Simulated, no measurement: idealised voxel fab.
The following process module bears the name voxel plated lines.
The cross-section shown here is cut; it is 175 nm wide and divided into square cells measuring 5 nm on a side.
Format of a cross-section: grid, square cells. Given as bands. Order: top down. Band: one or more rows of cells. Within each band entry, the heights of the top and of the bottom of the band appear first, in that order and in nm; the materials of the band then follow from left to right, each with its corresponding width in nm. The designation "throughout" on a single material indicates that it fills the band from edge to edge; the designation "air" indicates empty space. Height is counted from the level 0, under which the received wafer is composed throughout of one material. The lowest of the bands is not closed at the bottom but continues downward, in the notation "0..down". So if you see something like "30 to 40" for the width, read it as the top row of the band sitting at the first number and the bottom row at the second, with every row in between moving by the same amount as the last. "changes: none" after a step means that no cell of the cross-section changed. Empty spaces without an open route to the top, at least 8 cells in extent, make up the entry "Non-vented voids"; each is given as width x height at distance, where the distance is measured from the left edge, and all are in nm. On a step's line, text after the settings is the simulator commenting on that step. "overlay nm", when on a step's line for a step with a mask, measures how far to the right of its planned place the mask lay; a negative measure means to the left.

Process steps foreseen in the plan
- 1: RECEIVE | material Si
- 2: CONFORMAL_DEP | material SiO2 | thk nm 5
- 3: DIRECTIONAL_DEP | material TiN | thk nm 5
- 4: PATTERN | tone open | mask id LINES | material resist | width nm 20 | pitch nm 40 | thk nm 40 | overlay nm 0
- 5: EPI | material Ru | thk nm 5
- 6: EPI | material Ru | thk nm 5
- 7: EPI | material Ru | thk nm 10
- 8: STRIP | etch materials resist
- 9: DIRECTIONAL_ETCH | etch materials TiN | depth nm 5
- 10: CONFORMAL_DEP | material SiN | thk nm 10

Cross-section: wafer on arrival = after step 1
> 0..down  Si throughout
> Non-vented voids: none

End-of-module XS, first of two wafers, run as planned
> 40..30  25 of air, 120 of SiN, 30 of air
> 30..15  25 of air, 10 of SiN, 20 of Ru, 20 of SiN, 20 of Ru, 20 of SiN, 20 of Ru, 10 of SiN, 30 of air
> 15..10  35 of SiN, 20 of Ru, 20 of SiN, 20 of Ru, 20 of SiN, 20 of Ru, 40 of SiN
> 10..5  35 of SiN, 20 of TiN, 20 of SiN, 20 of TiN, 20 of SiN, 20 of TiN, 40 of SiN
> 5..0  SiO2 throughout
> 0..down  Si throughout
> Non-vented voids: none

Second wafer cross-section at end of module - shared start and plan with the first, one mistake in the run
> 30..10  35 of air, 20 of Ru, 20 of air, 20 of Ru, 20 of air, 20 of Ru, 40 of air
> 10..5  35 of air, 20 of TiN, 20 of air, 20 of TiN, 20 of air, 20 of TiN, 40 of air
> 5..0  SiO2 throughout
> 0..down  Si throughout
> Non-vented voids: none
What went wrong in running the wafer? no execution of plan step 10; skipped
Cell-count delta at end, second wafer over first, by material: SiN: 130 fewer
